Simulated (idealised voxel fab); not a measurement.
process module | voxel gate over fins
cross-section cut | 295 nm wide | cells 5 nm
A cross-section is a grid of square cells, given in bands from the top down. A band is one or more rows of cells.
Each band's line starts with the height of the band's top and of its bottom, in nm. Then come its materials from left to right, each with its width in nm. One material with "throughout" fills the band from edge to edge. "air" is empty space.
Height 0 is the level under which the wafer as received is all one material. The lowest band goes on downwards, as in "0 down".
A width such as "30 to 40" changes by the same amount from each row of cells to the next, from the band's top row to its bottom row.
"no change" after a step means that no cell of the cross-section changed.
closed voids: empty space of 8 cells or more with no open way to the top, each as width x height at its distance from the left edge, in nm
after a step's settings: what the simulator itself notes on the step
overlay nm, on a step with a mask: how far to the right of its planned place the mask lay; to the left if negative
plan
1 op RECEIVE | material Si
2 op CONFORMAL_DEP | material SiN | thk nm 10
3 op PATTERN | tone cover | mask id FINS | material resist | width nm 15 | pitch nm 45 | thk nm 15 | overlay nm 0
4 op DIRECTIONAL_ETCH | etch materials SiN | depth nm 10
5 op DIRECTIONAL_ETCH | etch materials Si | depth nm 40
6 op STRIP | etch materials resist
7 op OXIDIZE | depth nm 5
8 op FILL_DEP | material SiO2 | thk nm 15
9 op CMP | height nm 10
10 op SELECTIVE_ETCH | etch materials SiO2 | depth nm 25
11 op STRIP | etch materials SiN
12 op CONFORMAL_DEP | material HfO2 | thk nm 5
13 op CONFORMAL_DEP | material TiN | thk nm 5
14 op CONFORMAL_DEP | material TiAl | thk nm 5
15 op CONFORMAL_DEP | material TiN | thk nm 5
16 op FILL_DEP | material W | thk nm 15
17 op CMP | height nm 30
18 op CONFORMAL_DEP | material SiCN | thk nm 5
as received, after step 1
  0 down: Si throughout
  closed voids: none
first wafer at the end, as planned
  35 to 30: SiCN throughout
  30 to 20: W throughout
  20 to 15: W 55 | TiN 180 | W 60
  15 to 10: W 55 | TiN 5 | TiAl 35 | TiN 10 | TiAl 35 | TiN 10 | TiAl 35 | TiN 10 | TiAl 35 | TiN 5 | W 60
  10 to 5: W 55 | TiN 5 | TiAl 5 | TiN 25 | TiAl 5 | TiN 10 | TiAl 5 | TiN 25 | TiAl 5 | TiN 10 | TiAl 5 | TiN 25 | TiAl 5 | TiN 10 | TiAl 5 | TiN 25 | TiAl 5 | TiN 5 | W 60
  5 to 0: TiN 60 | TiAl 5 | TiN 5 | HfO2 15 | TiN 5 | TiAl 5 | TiN 10 | TiAl 5 | TiN 5 | HfO2 15 | TiN 5 | TiAl 5 | TiN 10 | TiAl 5 | TiN 5 | HfO2 15 | TiN 5 | TiAl 5 | TiN 10 | TiAl 5 | TiN 5 | HfO2 15 | TiN 5 | TiAl 5 | TiN 65
  0 to -5: TiAl 65 | TiN 5 | HfO2 5 | Si 5 | HfO2 5 | TiN 5 | TiAl 20 | TiN 5 | HfO2 5 | Si 5 | HfO2 5 | TiN 5 | TiAl 20 | TiN 5 | HfO2 5 | Si 5 | HfO2 5 | TiN 5 | TiAl 20 | TiN 5 | HfO2 5 | Si 5 | HfO2 5 | TiN 5 | TiAl 70
  -5 to -10: TiN 70 | HfO2 5 | Si 5 | HfO2 5 | TiN 30 | HfO2 5 | Si 5 | HfO2 5 | TiN 30 | HfO2 5 | Si 5 | HfO2 5 | TiN 30 | HfO2 5 | Si 5 | HfO2 5 | TiN 75
  -10 to -15: HfO2 75 | Si 5 | HfO2 40 | Si 5 | HfO2 40 | Si 5 | HfO2 40 | Si 5 | HfO2 80
  -15 to -45: SiO2 75 | Si 5 | SiO2 40 | Si 5 | SiO2 40 | Si 5 | SiO2 40 | Si 5 | SiO2 80
  -45 down: Si throughout
  closed voids: none
second wafer at the end: like start, like plan, one mistake
  35 to 30: SiCN throughout
  30 to 20: W throughout
  20 to 15: TiN throughout
  15 to 10: TiAl throughout
  10 to 5: TiN 75 | TiAl 5 | TiN 40 | TiAl 5 | TiN 40 | TiAl 5 | TiN 40 | TiAl 5 | TiN 80
  5 to 0: HfO2 70 | TiN 5 | TiAl 5 | TiN 5 | HfO2 30 | TiN 5 | TiAl 5 | TiN 5 | HfO2 30 | TiN 5 | TiAl 5 | TiN 5 | HfO2 30 | TiN 5 | TiAl 5 | TiN 5 | HfO2 75
  0 to -5: Si 65 | HfO2 5 | TiN 5 | TiAl 5 | TiN 5 | HfO2 5 | Si 20 | HfO2 5 | TiN 5 | TiAl 5 | TiN 5 | HfO2 5 | Si 20 | HfO2 5 | TiN 5 | TiAl 5 | TiN 5 | HfO2 5 | Si 20 | HfO2 5 | TiN 5 | TiAl 5 | TiN 5 | HfO2 5 | Si 70
  -5 to -10: Si 65 | HfO2 5 | TiN 15 | HfO2 5 | Si 20 | HfO2 5 | TiN 15 | HfO2 5 | Si 20 | HfO2 5 | TiN 15 | HfO2 5 | Si 20 | HfO2 5 | TiN 15 | HfO2 5 | Si 70
  -10 to -15: Si 65 | HfO2 25 | Si 20 | HfO2 25 | Si 20 | HfO2 25 | Si 20 | HfO2 25 | Si 70
  -15 to -45: Si 65 | SiO2 25 | Si 20 | SiO2 25 | Si 20 | SiO2 25 | Si 20 | SiO2 25 | Si 70
  -45 down: Si throughout
  closed voids: none
what went wrong: step 3 ran as: op PATTERN | tone open | mask id FINS | material resist | width nm 15 | pitch nm 45 | thk nm 15 | overlay nm 0
at the end the second wafer has, in cells: 315 more of Si | 210 fewer of SiO2 | 12 fewer of TiAl | 24 fewer of TiN | 69 fewer of W
